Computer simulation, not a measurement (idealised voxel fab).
Process module in this document: voxel self aligned vias
cross-section cut | 270 nm wide | cells 5 nm
For the purposes of this document, a cross-section shall be understood as a grid of square cells, specified as bands listed in top-to-bottom order, each band consisting of one or more rows of cells.
Read a band's entry like this: the first values are the height of its top and the height of its bottom in nm, and what follows is the sequence of materials from left to right, each with its width in nm. Note that "air" is empty space, and that a single material marked "everywhere" reaches across the band from edge to edge.
Height is counted from the level 0, under which the received wafer is composed throughout of one material. The lowest of the bands is not closed at the bottom but continues downward, in the notation "0 nm and below".
Width spec "30..40" -> top row of cells at first value, bottom row at second value, equal per-row change in between.
Basically "no alteration" means that step didn't change any cell in the cross-section.
"Closed void register" means: voids of 8 cells or more that are shut off from the top with no open way through. Written width x height at distance, distance from the left edge, in nm.
That trailing text on a step's line, after the settings, is the simulator's own remark on the step.
When a step includes a mask, the "overlay nm" setting on its line states how far to the right of its planned place that mask lay, and negative values state how far to the left.

[The process steps that were planned are listed below]
1. RECEIVE (material Si)
2. CONFORMAL_DEP (material SiO2; thk nm 15)
3. CONFORMAL_DEP (material SiCN; thk nm 5)
4. DIRECTIONAL_DEP (material SiO2; thk nm 30)
5. PATTERN (tone open; mask id LINES; material resist; width nm 25; pitch nm 50; thk nm 15; overlay nm 0)
6. DIRECTIONAL_ETCH (etch materials SiO2; depth nm 30)
7. STRIP (etch materials resist)
8. CONFORMAL_DEP (material TiN; thk nm 5)
9. FILL_DEP (material Ru; thk nm 10)
10. CMP (height nm 50)
11. SELECTIVE_ETCH (etch materials W Ru TiN; depth nm 5)
12. FILL_DEP (material SiN; thk nm 5)
13. CMP (height nm 50)
14. DIRECTIONAL_DEP (material SiO2; thk nm 20)
15. MASKED_ETCH (tone open; mask id VIAS; width nm 35; pitch nm 100; etch materials SiO2; depth nm 20; overlay nm 0)
16. MASKED_ETCH (tone open; mask id VIAS; width nm 35; pitch nm 100; etch materials SiN; depth nm 5; overlay nm 0)
17. CONFORMAL_DEP (material TiN; thk nm 5)
18. FILL_DEP (material Cu; thk nm 5)
19. CMP (height nm 70)
20. CONFORMAL_DEP (material SiN; thk nm 5)

[Incoming wafer in cross-section (state: after step 1)]
  0 nm and below | Si everywhere
  Closed void register: none

[Here's the cross-section of the first of our two wafers at the end of the module - it ran as planned]
  75 nm to 70 nm | SiN everywhere
  70 nm to 55 nm | SiO2=65, TiN=5, Cu=25, TiN=5, SiO2=65, TiN=5, Cu=25, TiN=5, SiO2=70
  55 nm to 50 nm | SiO2=65, TiN=10, Cu=15, TiN=10, SiO2=65, TiN=10, Cu=15, TiN=10, SiO2=70
  50 nm to 45 nm | SiO2=70, TiN=25, SiO2=25, SiN=25, SiO2=25, TiN=25, SiO2=75
  45 nm to 25 nm | SiO2=70, TiN=5, Ru=15, TiN=5, SiO2=25, TiN=5, Ru=15, TiN=5, SiO2=25, TiN=5, Ru=15, TiN=5, SiO2=75
  25 nm to 20 nm | SiO2=70, TiN=25, SiO2=25, TiN=25, SiO2=25, TiN=25, SiO2=75
  20 nm to 15 nm | SiCN everywhere
  15 nm to 0 nm | SiO2 everywhere
  0 nm and below | Si everywhere
  Closed void register: none

[End of module, second wafer, cross-section. Started like the first, planned like the first, run with one mistake]
  75 nm to 70 nm | SiN everywhere
  70 nm to 50 nm | SiO2=65, TiN=5, Cu=25, TiN=5, SiO2=65, TiN=5, Cu=25, TiN=5, SiO2=70
  50 nm to 45 nm | SiN=65, TiN=35, SiN=65, TiN=35, SiN=70
  45 nm to 40 nm | Ru everywhere
  40 nm to 35 nm | TiN=75, Ru=15, TiN=35, Ru=15, TiN=35, Ru=15, TiN=80
  35 nm to 10 nm | SiO2=70, TiN=5, Ru=15, TiN=5, SiO2=25, TiN=5, Ru=15, TiN=5, SiO2=25, TiN=5, Ru=15, TiN=5, SiO2=75
  10 nm to 5 nm | SiO2=70, TiN=25, SiO2=25, TiN=25, SiO2=25, TiN=25, SiO2=75
  5 nm to 0 nm | SiCN everywhere
  0 nm and below | Si everywhere
  Closed void register: none
The plan and the run diverged here: yeah, step 2 of the plan got skipped, never ran
Cell-count delta at end, second wafer over first, by material: Cu: 4 more; Ru: 72 more; SiN: 35 more; SiO2: 162 fewer; TiN: 51 more
